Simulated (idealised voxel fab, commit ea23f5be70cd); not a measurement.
Herein follows the process module entitled voxel trench capacitor.
Displayed cross-section: cut, width of 190 nm, square cells sized 5 nm.
A cross-section is written here as square cells arranged in a grid, and it is given in bands from the top down, each band taking up one or more rows of cells. What a band's entry tells you: where the top is and where the bottom is, as heights in nm, and after that what lies inside, material by material from left to right, each with its width in nm. Empty space is written as the word "empty", and a single material marked with the word "everywhere" occupies the band from edge to edge. Height is counted from the level 0, under which the received wafer is composed throughout of one material. The lowest of the bands is not closed at the bottom but continues downward, in the notation "top 0, no bottom". A two-number width, for instance "30 to 40", indicates that the width is equal to the first number in the top row of the band and to the second number in the bottom row, and that it changes by a constant amount per row of cells. Step marked "remained the same"? Then no cell in the cross-section changed in it. Basically, "Enclosed internal cavities" tells you about the enclosed voids: empty spaces with no open way to the top, 8 cells or bigger, each written width x height at distance, where distance is from the left edge, all in nm. Where a step's line continues beyond its settings, the continuation is a remark by the simulator itself on that step. overlay nm: mask offset rightward from planned place, masked step; negative means leftward offset.

These are the steps we planned for the process:
1 RECEIVE with material Si
2 CONFORMAL_DEP with material SiN, thk nm 5
3 PATTERN with tone open, mask id TRENCH, material resist, width nm 25, pitch nm 55, thk nm 20, overlay nm 0
4 DIRECTIONAL_ETCH with etch materials SiN, depth nm 5
5 DIRECTIONAL_ETCH with etch materials Si, depth nm 35
6 STRIP with etch materials resist
7 CONFORMAL_DEP with material HfO2, thk nm 5
8 CONFORMAL_DEP with material TiN, thk nm 5
9 FILL_DEP with material W, thk nm 5
10 CMP with height nm 5

First of two wafers: run as planned:

Delivered wafer in cross-section: state after step 1:
    top 0, no bottom: Si everywhere
    Enclosed internal cavities: none

Take a look at the wafer's cross-section after step 2:
    top 5, bottom 0: SiN everywhere
    Unchanged below 0.

Take a look at the wafer's cross-section after step 3:
    top 25, bottom 5: resist 55 nm / empty 25 nm / resist 30 nm / empty 25 nm / resist 55 nm
    Unchanged below 5.

Take a look at the wafer's cross-section after step 4:
    top 25, bottom 5: resist 55 nm / empty 25 nm / resist 30 nm / empty 25 nm / resist 55 nm
    top 5, bottom 0: SiN 55 nm / empty 25 nm / SiN 30 nm / empty 25 nm / SiN 55 nm
    Unchanged below 0.

Take a look at the wafer's cross-section after step 5:
    top 25, bottom 5: resist 55 nm / empty 25 nm / resist 30 nm / empty 25 nm / resist 55 nm
    top 5, bottom 0: SiN 55 nm / empty 25 nm / SiN 30 nm / empty 25 nm / SiN 55 nm
    top 0, bottom -35: Si 55 nm / empty 25 nm / Si 30 nm / empty 25 nm / Si 55 nm
    Unchanged below -35.

Take a look at the wafer's cross-section after step 6:
    top 5, bottom 0: SiN 55 nm / empty 25 nm / SiN 30 nm / empty 25 nm / SiN 55 nm
    Unchanged below 0.

Take a look at the wafer's cross-section after step 7:
    top 10, bottom 5: HfO2 60 nm / empty 15 nm / HfO2 40 nm / empty 15 nm / HfO2 60 nm
    top 5, bottom 0: SiN 55 nm / HfO2 5 nm / empty 15 nm / HfO2 5 nm / SiN 30 nm / HfO2 5 nm / empty 15 nm / HfO2 5 nm / SiN 55 nm
    top 0, bottom -30: Si 55 nm / HfO2 5 nm / empty 15 nm / HfO2 5 nm / Si 30 nm / HfO2 5 nm / empty 15 nm / HfO2 5 nm / Si 55 nm
    top -30, bottom -35: Si 55 nm / HfO2 25 nm / Si 30 nm / HfO2 25 nm / Si 55 nm
    Unchanged below -35.

Take a look at the wafer's cross-section after step 8:
    top 15, bottom 10: TiN 65 nm / empty 5 nm / TiN 50 nm / empty 5 nm / TiN 65 nm
    top 10, bottom 5: HfO2 60 nm / TiN 5 nm / empty 5 nm / TiN 5 nm / HfO2 40 nm / TiN 5 nm / empty 5 nm / TiN 5 nm / HfO2 60 nm
    top 5, bottom 0: SiN 55 nm / HfO2 5 nm / TiN 5 nm / empty 5 nm / TiN 5 nm / HfO2 5 nm / SiN 30 nm / HfO2 5 nm / TiN 5 nm / empty 5 nm / TiN 5 nm / HfO2 5 nm / SiN 55 nm
    top 0, bottom -25: Si 55 nm / HfO2 5 nm / TiN 5 nm / empty 5 nm / TiN 5 nm / HfO2 5 nm / Si 30 nm / HfO2 5 nm / TiN 5 nm / empty 5 nm / TiN 5 nm / HfO2 5 nm / Si 55 nm
    top -25, bottom -30: Si 55 nm / HfO2 5 nm / TiN 15 nm / HfO2 5 nm / Si 30 nm / HfO2 5 nm / TiN 15 nm / HfO2 5 nm / Si 55 nm
    Unchanged below -30.

Take a look at the wafer's cross-section after step 9:
    top 20, bottom 15: W everywhere
    top 15, bottom 10: TiN 65 nm / W 5 nm / TiN 50 nm / W 5 nm / TiN 65 nm
    top 10, bottom 5: HfO2 60 nm / TiN 5 nm / W 5 nm / TiN 5 nm / HfO2 40 nm / TiN 5 nm / W 5 nm / TiN 5 nm / HfO2 60 nm
    top 5, bottom 0: SiN 55 nm / HfO2 5 nm / TiN 5 nm / W 5 nm / TiN 5 nm / HfO2 5 nm / SiN 30 nm / HfO2 5 nm / TiN 5 nm / W 5 nm / TiN 5 nm / HfO2 5 nm / SiN 55 nm
    top 0, bottom -25: Si 55 nm / HfO2 5 nm / TiN 5 nm / W 5 nm / TiN 5 nm / HfO2 5 nm / Si 30 nm / HfO2 5 nm / TiN 5 nm / W 5 nm / TiN 5 nm / HfO2 5 nm / Si 55 nm
    Unchanged below -25.

Take a look at the wafer's cross-section after step 10:
    top 5, bottom 0: SiN 55 nm / HfO2 5 nm / TiN 5 nm / W 5 nm / TiN 5 nm / HfO2 5 nm / SiN 30 nm / HfO2 5 nm / TiN 5 nm / W 5 nm / TiN 5 nm / HfO2 5 nm / SiN 55 nm
    Unchanged below 0.

Wafer two. Identical start, identical plan. One mistake in execution. Identical history through step 6:

Second wafer, cross-section, planned end of step 7: remained the same

Second wafer, cross-section, planned end of step 8:
    top 10, bottom 5: TiN 60 nm / empty 15 nm / TiN 40 nm / empty 15 nm / TiN 60 nm
    top 5, bottom 0: SiN 55 nm / TiN 5 nm / empty 15 nm / TiN 5 nm / SiN 30 nm / TiN 5 nm / empty 15 nm / TiN 5 nm / SiN 55 nm
    top 0, bottom -30: Si 55 nm / TiN 5 nm / empty 15 nm / TiN 5 nm / Si 30 nm / TiN 5 nm / empty 15 nm / TiN 5 nm / Si 55 nm
    top -30, bottom -35: Si 55 nm / TiN 25 nm / Si 30 nm / TiN 25 nm / Si 55 nm
    Unchanged below -35.

Second wafer, cross-section, planned end of step 9:
    top 15, bottom 10: W everywhere
    top 10, bottom 5: TiN 60 nm / W 15 nm / TiN 40 nm / W 15 nm / TiN 60 nm
    top 5, bottom 0: SiN 55 nm / TiN 5 nm / W 15 nm / TiN 5 nm / SiN 30 nm / TiN 5 nm / W 15 nm / TiN 5 nm / SiN 55 nm
    top 0, bottom -30: Si 55 nm / TiN 5 nm / W 15 nm / TiN 5 nm / Si 30 nm / TiN 5 nm / W 15 nm / TiN 5 nm / Si 55 nm
    Unchanged below -30.

Second wafer, cross-section, planned end of step 10:
    top 5, bottom 0: SiN 55 nm / TiN 5 nm / W 15 nm / TiN 5 nm / SiN 30 nm / TiN 5 nm / W 15 nm / TiN 5 nm / SiN 55 nm
    Unchanged below 0.
The mistake made against the process plan was this: plan step 7: skipped, not run
FYI, end of process, the second wafer has more or fewer cells of some materials than the first: HfO2 -38; TiN +8; W +30
